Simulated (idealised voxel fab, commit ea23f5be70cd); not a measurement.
Process module in this document: voxel self aligned contacts
For reference, the cross-section in this document is cut, with width 205 nm and square cells of 5 nm.
Cross-section = grid of square cells, listed top down in bands; band = one or more rows. Band: top and bottom heights (nm) first, top before bottom; then materials from left to right, widths in nm. "edge to edge" marks a sole material filling the band edge to edge. "air" denotes empty space. Height reference: 0 = level under which incoming wafer is all one material. Lowest band: no bottom, runs on downward, e.g. "0 -> down". When a width is written as two numbers, as in "30->40", the first number is the width in the top row of cells of the band and the second is the width in its bottom row, and the width changes by the same amount from each row to the next. "nothing different", as given for a step, is the statement that not any cell of the cross-section underwent a change during that step. Entry "Enclosed cavities". Content: empty spaces with no open connection to the top, size 8 cells or greater. Each: width x height at distance. Distance: from left edge. Unit: nm. That trailing text on a step's line, after the settings, is the simulator's own remark on the step. "overlay nm", when on a step's line for a step with a mask, measures how far to the right of its planned place the mask lay; a negative measure means to the left.
# Process steps - plan
step 1: op RECEIVE | material Si
step 2: op OXIDIZE | depth nm 5
step 3: op DIRECTIONAL_DEP | material polySi | thk nm 20
step 4: op DIRECTIONAL_DEP | material SiN | thk nm 25
step 5: op MASKED_ETCH | tone cover | mask id GATE | width nm 30 | pitch nm 65 | etch materials SiN | depth nm 25 | overlay nm 0
step 6: op MASKED_ETCH | tone cover | mask id GATE | width nm 30 | pitch nm 65 | etch materials polySi | depth nm 20 | overlay nm 0
step 7: op CONFORMAL_DEP | material SiN | thk nm 10
step 8: op DIRECTIONAL_ETCH | etch materials SiN | depth nm 10
step 9: op FILL_DEP | material SiO2 | thk nm 20
step 10: op CMP | height nm 55
step 11: op DIRECTIONAL_DEP | material aC | thk nm 15
step 12: op PATTERN | tone open | mask id CONTACT | material resist | width nm 45 | thk nm 30 | overlay nm 0
step 13: op DIRECTIONAL_ETCH | etch materials aC | depth nm 15
step 14: op STRIP | etch materials resist
step 15: op DIRECTIONAL_ETCH | etch materials SiO2 | depth nm 60
step 16: op STRIP | etch materials aC
step 17: op CONFORMAL_DEP | material TiN | thk nm 5
step 18: op FILL_DEP | material Ru | thk nm 5
step 19: op CMP | height nm 55
step 20: op CONFORMAL_DEP | material SiCN | thk nm 5
# Cross-section: wafer on arrival = after step 1
	0 -> down  Si edge to edge
	Enclosed cavities: none
# Cross-section, first of two wafers, end of module, run as planned
	60 -> 55  SiCN edge to edge
	55 -> 45  80 of SiO2, then 5->20 of TiN, then 35->5 of Ru, then 5->20 of TiN, then 80 of SiO2
	45 -> 20  45 of SiO2, then 50 of SiN, then 5 of TiN, then 5 of Ru, then 5 of TiN, then 50 of SiN, then 45 of SiO2
	20 -> 0  45 of SiO2, then 10 of SiN, then 30 of polySi, then 10 of SiN, then 5 of TiN, then 5 of Ru, then 5 of TiN, then 10 of SiN, then 30 of polySi, then 10 of SiN, then 45 of SiO2
	0 -> -5  95 of SiO2, then 15 of TiN, then 95 of SiO2
	-5 -> down  Si edge to edge
	Enclosed cavities: none
# Cross-section at end of module for the second wafer of two, which matched the first in starting point and plan and differed by one mistake in its processing
	60 -> 55  SiCN edge to edge
	55 -> 45  75->40 of Ru, then 5->40 of TiN, then 45 of SiO2, then 5->40 of TiN, then 75->40 of Ru
	45 -> 20  40 of Ru, then 5 of TiN, then 50 of SiN, then 15 of SiO2, then 50 of SiN, then 5 of TiN, then 40 of Ru
	20 -> 0  40 of Ru, then 5 of TiN, then 10 of SiN, then 30 of polySi, then 10 of SiN, then 15 of SiO2, then 10 of SiN, then 30 of polySi, then 10 of SiN, then 5 of TiN, then 40 of Ru
	0 -> -5  45 of TiN, then 115 of SiO2, then 45 of TiN
	-5 -> down  Si edge to edge
	Enclosed cavities: none
Against the plan, the run slipped here: step 12 was not run as planned; what actually ran was op PATTERN | tone cover | mask id CONTACT | material resist | width nm 45 | thk nm 30 | overlay nm 0
The closing comparison, in cells, has the second wafer with more or fewer of some materials than the first: Ru +173; SiO2 -196; TiN +23
